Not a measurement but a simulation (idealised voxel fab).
Proc. module: voxel fin reveal
Xsec cut, 200 nm wide, square cell size 5 nm.
Square cells in a grid make up a cross-section in this document, and the grid is given as bands, listed from the top down, each one or more rows of cells. First you get the band's top height and its bottom height, in nm, and then the materials it's made of, left to right, with each width in nm. If you see a single material with "throughout", that one covers the band edge to edge. "empty" is empty space. The level at which height equals 0 is the one under which the wafer, as it arrives, is entirely one material. No lower edge exists for the bottom band, which continues downward and is notated as in "z 0 and below". The two numbers in a width such as "30->40" mark its ends across the band: the first belongs to the top row of cells, the second to the bottom row, and from each row to the next the width moves by the same amount. Step marked "all unchanged"? Then no cell in the cross-section changed in it. In "Unvented cavities" the enclosed voids are listed, meaning empty spaces of 8 cells or larger without any opening to the top. The form is width x height at distance, distance from the left edge, units nm. Heads up: the bit after the settings on a step's line is the simulator's remark on that step. The optional step-line setting "overlay nm" applies to steps with a mask and quantifies how far to the right of its planned location the mask lay, a negative value indicating leftward placement.
**Planned step list for the process**
1. RECEIVE, material Si
2. CONFORMAL_DEP, material SiN, thk nm 5
3. DIRECTIONAL_DEP, material aC, thk nm 15
4. PATTERN, tone cover, mask id FINS, material resist, width nm 15, pitch nm 35, thk nm 35, overlay nm 0
5. DIRECTIONAL_ETCH, etch materials aC, depth nm 15
6. STRIP, etch materials resist
7. DIRECTIONAL_ETCH, etch materials SiN, depth nm 5
8. DIRECTIONAL_ETCH, etch materials Si, depth nm 35
9. STRIP, etch materials aC
10. OXIDIZE, depth nm 5
11. FILL_DEP, material SiO2, thk nm 10
12. CMP, height nm 5
13. SELECTIVE_ETCH, etch materials SiO2, depth nm 30
14. STRIP, etch materials SiN
**First wafer, two in total, run as planned**
**Delivered wafer in cross-section: state after step 1**
z 0 and below = Si throughout
Unvented cavities: none
**Cross-section of the wafer after step 2**
z 5 to 0 = SiN throughout
No changes below 0.
**Cross-section of the wafer after step 3**
z 20 to 5 = aC throughout
No changes below 5.
**Cross-section of the wafer after step 4**
z 55 to 20 = empty=75, then resist=15, then empty=20, then resist=15, then empty=75
No changes below 20.
**Cross-section of the wafer after step 5**
z 40 to 20 = empty=75, then resist=15, then empty=20, then resist=15, then empty=75
z 20 to 5 = empty=75, then aC=15, then empty=20, then aC=15, then empty=75
No changes below 5.
**Cross-section of the wafer after step 6**
z 20 to 5 = empty=75, then aC=15, then empty=20, then aC=15, then empty=75
No changes below 5.
**Cross-section of the wafer after step 7**
z 20 to 5 = empty=75, then aC=15, then empty=20, then aC=15, then empty=75
z 5 to 0 = empty=75, then SiN=15, then empty=20, then SiN=15, then empty=75
No changes below 0.
**Cross-section of the wafer after step 8**
z 20 to 5 = empty=75, then aC=15, then empty=20, then aC=15, then empty=75
z 5 to 0 = empty=75, then SiN=15, then empty=20, then SiN=15, then empty=75
z 0 to -35 = empty=75, then Si=15, then empty=20, then Si=15, then empty=75
No changes below -35.
**Cross-section of the wafer after step 9**
z 5 to 0 = empty=75, then SiN=15, then empty=20, then SiN=15, then empty=75
No changes below 0.
**Cross-section of the wafer after step 10**
z 5 to 0 = empty=75, then SiN=15, then empty=20, then SiN=15, then empty=75
z 0 to -35 = empty=75, then SiO2=5, then Si=5, then SiO2=5, then empty=20, then SiO2=5, then Si=5, then SiO2=5, then empty=75
z -35 to -40 = SiO2=80, then Si=5, then SiO2=30, then Si=5, then SiO2=80
No changes below -40.
**Cross-section of the wafer after step 11**
z 15 to 5 = SiO2 throughout
z 5 to 0 = SiO2=75, then SiN=15, then SiO2=20, then SiN=15, then SiO2=75
z 0 to -40 = SiO2=80, then Si=5, then SiO2=30, then Si=5, then SiO2=80
No changes below -40.
**Cross-section of the wafer after step 12**
z 5 to 0 = SiO2=75, then SiN=15, then SiO2=20, then SiN=15, then SiO2=75
No changes below 0.
**Cross-section of the wafer after step 13**
z 5 to 0 = empty=75, then SiN=15, then empty=20, then SiN=15, then empty=75
z 0 to -25 = empty=80, then Si=5, then empty=30, then Si=5, then empty=80
No changes below -25.
**Cross-section of the wafer after step 14**
z 0 to -25 = empty=80, then Si=5, then empty=30, then Si=5, then empty=80
No changes below -25.
**The second wafer was prepared from the same starting point and under the same plan as the first; its processing contained one mistake, and it remains indistinguishable from the first wafer up to and including step 3**
**Cross-section of the second wafer corresponding to the planned conclusion of step 4**
z 55 to 20 = empty=80, then resist=15, then empty=20, then resist=15, then empty=70
No changes below 20.
**Cross-section of the second wafer corresponding to the planned conclusion of step 5**
z 40 to 20 = empty=80, then resist=15, then empty=20, then resist=15, then empty=70
z 20 to 5 = empty=80, then aC=15, then empty=20, then aC=15, then empty=70
No changes below 5.
**Cross-section of the second wafer corresponding to the planned conclusion of step 6**
z 20 to 5 = empty=80, then aC=15, then empty=20, then aC=15, then empty=70
No changes below 5.
**Cross-section of the second wafer corresponding to the planned conclusion of step 7**
z 20 to 5 = empty=80, then aC=15, then empty=20, then aC=15, then empty=70
z 5 to 0 = empty=80, then SiN=15, then empty=20, then SiN=15, then empty=70
No changes below 0.
**Cross-section of the second wafer corresponding to the planned conclusion of step 8**
z 20 to 5 = empty=80, then aC=15, then empty=20, then aC=15, then empty=70
z 5 to 0 = empty=80, then SiN=15, then empty=20, then SiN=15, then empty=70
z 0 to -35 = empty=80, then Si=15, then empty=20, then Si=15, then empty=70
No changes below -35.
**Cross-section of the second wafer corresponding to the planned conclusion of step 9**
z 5 to 0 = empty=80, then SiN=15, then empty=20, then SiN=15, then empty=70
No changes below 0.
**Cross-section of the second wafer corresponding to the planned conclusion of step 10**
z 5 to 0 = empty=80, then SiN=15, then empty=20, then SiN=15, then empty=70
z 0 to -35 = empty=80, then SiO2=5, then Si=5, then SiO2=5, then empty=20, then SiO2=5, then Si=5, then SiO2=5, then empty=70
z -35 to -40 = SiO2=85, then Si=5, then SiO2=30, then Si=5, then SiO2=75
No changes below -40.
**Cross-section of the second wafer corresponding to the planned conclusion of step 11**
z 15 to 5 = SiO2 throughout
z 5 to 0 = SiO2=80, then SiN=15, then SiO2=20, then SiN=15, then SiO2=70
z 0 to -40 = SiO2=85, then Si=5, then SiO2=30, then Si=5, then SiO2=75
No changes below -40.
**Cross-section of the second wafer corresponding to the planned conclusion of step 12**
z 5 to 0 = SiO2=80, then SiN=15, then SiO2=20, then SiN=15, then SiO2=70
No changes below 0.
**Cross-section of the second wafer corresponding to the planned conclusion of step 13**
z 5 to 0 = empty=80, then SiN=15, then empty=20, then SiN=15, then empty=70
z 0 to -25 = empty=85, then Si=5, then empty=30, then Si=5, then empty=75
No changes below -25.
**Cross-section of the second wafer corresponding to the planned conclusion of step 14**
z 0 to -25 = empty=85, then Si=5, then empty=30, then Si=5, then empty=75
No changes below -25.
Misprocessing identified: step 4 ran differently from the plan; actual operation with settings: PATTERN, tone cover, mask id FINS, material resist, width nm 15, pitch nm 35, thk nm 35, overlay nm 5
End check, second vs first wafer: material counts in cells match, positions do not.
